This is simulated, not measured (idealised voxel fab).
A process module follows: voxel wiring stack.
The width of the displayed cross-section, cut, is 230 nm; its cells are square, with a size of 5 nm.
How to read a cross-section here: the picture is a grid of square cells, written as bands going from the top down, and any band can span one or more rows of cells.
Look at the band entry: it leads with the top's height and the bottom's height in nm. Then it lists the materials left to right, with a width in nm for each. The word "full width" on a single material says that material fills the band edge to edge. The word "air" is empty space.
Heights are expressed relative to 0, this being the level below which the as-received wafer comprises one material exclusively. The lowest band is unbounded in the downward direction and is denoted as in "0 down".
Width "30..40": first value at the band's top row of cells, second value at its bottom row, equal change from row to row.
Where the words "no alterations made" appear for a step, the cross-section shows no cell changed by that step; every cell remained as before.
Closed-off voids of 8+ cells (no open route to the top) go in "Enclosed void catalog", written width x height at distance from the left edge, in nm.
On each step's line, the part that comes after the settings is the simulator's own comment on the step.
You can add "overlay nm" to a step's line. For a step with a mask, it describes how far the mask lay to the right of its planned position, and a negative number describes a lay to the left.

-- Process steps (planned)
1) RECEIVE with material Si
2) CONFORMAL_DEP with material SiO2, thk nm 10
3) DIRECTIONAL_DEP with material TiN, thk nm 5
4) DIRECTIONAL_DEP with material Ru, thk nm 25
5) PATTERN with tone cover, mask id METAL_1, material resist, width nm 20, pitch nm 35, thk nm 15, overlay nm 0
6) DIRECTIONAL_ETCH with etch materials Ru, depth nm 25
7) DIRECTIONAL_ETCH with etch materials TiN, depth nm 5
8) STRIP with etch materials resist
9) CONFORMAL_DEP with material SiCN, thk nm 5
10) FILL_DEP with material SiO2, thk nm 10
11) CMP with height nm 40
12) CONFORMAL_DEP with material SiCN, thk nm 5
13) DIRECTIONAL_DEP with material SiO2, thk nm 20
14) MASKED_ETCH with tone open, mask id PLUG_1, width nm 15, pitch nm 70, etch materials SiO2, depth nm 20, overlay nm 0
15) MASKED_ETCH with tone open, mask id PLUG_1, width nm 15, pitch nm 70, etch materials SiCN, depth nm 5, overlay nm 0
16) EPI with material Ru, thk nm 10
17) EPI with material Ru, thk nm 10
18) EPI with material Ru, thk nm 5
19) CONFORMAL_DEP with material SiCN, thk nm 5
20) DIRECTIONAL_DEP with material SiO2, thk nm 15
21) DIRECTIONAL_DEP with material aC, thk nm 10
22) PATTERN with tone open, mask id METAL_2, material resist, width nm 20, pitch nm 35, thk nm 25, overlay nm 0
23) DIRECTIONAL_ETCH with etch materials aC, depth nm 10
24) STRIP with etch materials resist
25) DIRECTIONAL_ETCH with etch materials SiO2, depth nm 15
26) DIRECTIONAL_ETCH with etch materials SiCN, depth nm 5
27) STRIP with etch materials aC
28) CONFORMAL_DEP with material TiN, thk nm 5
29) FILL_DEP with material Ru, thk nm 10
30) CMP with height nm 85
31) CONFORMAL_DEP with material SiCN, thk nm 5
32) DIRECTIONAL_DEP with material SiO2, thk nm 20
33) PATTERN with tone open, mask id PLUG_2, material resist, width nm 15, pitch nm 70, thk nm 20, overlay nm 0
34) DIRECTIONAL_ETCH with etch materials SiO2, depth nm 20
35) DIRECTIONAL_ETCH with etch materials SiCN, depth nm 5
36) STRIP with etch materials resist
37) CONFORMAL_DEP with material TiN, thk nm 5
38) FILL_DEP with material Ru, thk nm 5
39) CMP with height nm 110
40) CONFORMAL_DEP with material SiN, thk nm 5
41) DIRECTIONAL_DEP with material lowk, thk nm 20
42) PATTERN with tone open, mask id METAL_3, material resist, width nm 20, pitch nm 35, thk nm 15, overlay nm 0
43) DIRECTIONAL_ETCH with etch materials lowk, depth nm 20
44) DIRECTIONAL_ETCH with etch materials SiN, depth nm 5
45) STRIP with etch materials resist
46) CONFORMAL_DEP with material TiN, thk nm 5
47) FILL_DEP with material Cu, thk nm 5
48) CMP with height nm 135
49) CONFORMAL_DEP with material SiCN, thk nm 5
50) DIRECTIONAL_DEP with material lowk, thk nm 25
51) MASKED_ETCH with tone open, mask id METAL_4_HOLES, width nm 15, pitch nm 35, etch materials lowk, depth nm 25, overlay nm 0
52) MASKED_ETCH with tone open, mask id METAL_4, width nm 20, pitch nm 35, etch materials lowk, depth nm 15, overlay nm 0
53) MASKED_ETCH with tone open, mask id METAL_4, width nm 20, pitch nm 35, etch materials SiCN, depth nm 5, overlay nm 0
54) CONFORMAL_DEP with material TiN, thk nm 5
55) FILL_DEP with material Cu, thk nm 10
56) CMP with height nm 165
57) CONFORMAL_DEP with material SiCN, thk nm 5
Split variable: width nm, step 33. Plan value = first wafer. Wafers start alike.

-- Cross-section: the first of several wafers in its as-received state, i.e. following step 1
> 0 down: Si full width
> Enclosed void catalog: none

-- Each row below is a wafer at the end of the module, listing for every material the number of cells it has gained (+) or lost (-) since it was received, followed by its closed voids
width nm 15; +60 Cu; +142 Ru; +260 SiCN; +30 SiN; +612 SiO2; +182 TiN; +278 lowk; Enclosed void catalog: none
width nm 20; +60 Cu; +150 Ru; +258 SiCN; +30 SiN; +604 SiO2; +184 TiN; +278 lowk; Enclosed void catalog: none
width nm 25; +60 Cu; +158 Ru; +256 SiCN; +30 SiN; +596 SiO2; +186 TiN; +278 lowk; Enclosed void catalog: none
width nm 30; +60 Cu; +166 Ru; +254 SiCN; +30 SiN; +588 SiO2; +188 TiN; +278 lowk; Enclosed void catalog: none
